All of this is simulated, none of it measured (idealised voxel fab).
This section sets out a process module, namely voxel gate over fins.
Pictured: cross-section cut, 250 nm wide, on a grid of 5 nm square cells.
Notation: cross-section as square-cell grid; stated in bands, top first, going down; one or more cell rows per band. Look at the band entry: it leads with the top's height and the bottom's height in nm. Then it lists the materials left to right, with a width in nm for each. The word "full width" on a single material says that material fills the band edge to edge. The word "blank" is empty space. The reference from which all heights are counted is 0, the level beneath which the as-received wafer is entirely one material; the lowest band, having no lower bound, proceeds downward and is written after the example "from 0 down". A width such as "30->40" changes by the same amount from each row of cells to the next, from the band's top row to its bottom row. Key: "nothing different" - step with no changed cell in the cross-section. This entry, "Closed void entries", enumerates those empty regions of no fewer than 8 cells that possess no open connection to the top. Each region is reported in the form width x height at distance, the distance being taken from the left edge, with all three quantities expressed in nm. Step line, after settings: the simulator's comment on this step. On any step carrying a mask, the "overlay nm" setting, if present on the step's line, tells how far right of its planned place the mask lay; negative values point to the left.

**Steps planned for the process**
- 1: RECEIVE,material Si
- 2: CONFORMAL_DEP,material SiN,thk nm 10
- 3: PATTERN,tone cover,mask id FINS,material resist,width nm 15,pitch nm 60,thk nm 20,overlay nm 0
- 4: DIRECTIONAL_ETCH,etch materials SiN,depth nm 10
- 5: DIRECTIONAL_ETCH,etch materials Si,depth nm 40
- 6: STRIP,etch materials resist
- 7: OXIDIZE,depth nm 5
- 8: FILL_DEP,material SiO2,thk nm 5
- 9: CMP,height nm 10
- 10: MASKED_ETCH,tone open,mask id RAIL,width nm 15,etch materials SiO2,depth nm 45,overlay nm 0
- 11: CONFORMAL_DEP,material TiN,thk nm 5
- 12: FILL_DEP,material Ru,thk nm 10
- 13: CMP,height nm 10
- 14: SELECTIVE_ETCH,etch materials W Ru TiN,depth nm 25
- 15: FILL_DEP,material SiO2,thk nm 5
- 16: CMP,height nm 10
- 17: SELECTIVE_ETCH,etch materials SiO2,depth nm 20
- 18: STRIP,etch materials SiN
- 19: CONFORMAL_DEP,material HfO2,thk nm 5
- 20: CONFORMAL_DEP,material TiN,thk nm 5
- 21: CONFORMAL_DEP,material TiAl,thk nm 5
- 22: CONFORMAL_DEP,material TiN,thk nm 5
- 23: FILL_DEP,material W,thk nm 10
- 24: CMP,height nm 15
- 25: CONFORMAL_DEP,material SiCN,thk nm 10
Keep in mind the plan's value for the height nm of step 24 comes from the first wafer; the wafers don't share that setting, but they do share the same starting point.

**first wafer as received, after step 1**
	from 0 down = Si full width
	Closed void entries: none

**Per-wafer rows below. For each material: cells gained (+) or lost (-) since the wafer was received, as of end of module. Then: closed voids**
height nm 15 | +66 HfO2 | +3 Ru | -414 Si | +100 SiCN | +310 SiO2 | +66 TiAl | +105 TiN | +14 W | Closed void entries: none
height nm 20 | +66 HfO2 | +3 Ru | -414 Si | +100 SiCN | +310 SiO2 | +66 TiAl | +141 TiN | +28 W | Closed void entries: none
height nm 25 | +66 HfO2 | +3 Ru | -414 Si | +100 SiCN | +310 SiO2 | +66 TiAl | +141 TiN | +78 W | Closed void entries: none
height nm 30 | +66 HfO2 | +3 Ru | -414 Si | +100 SiCN | +310 SiO2 | +66 TiAl | +141 TiN | +128 W | Closed void entries: none
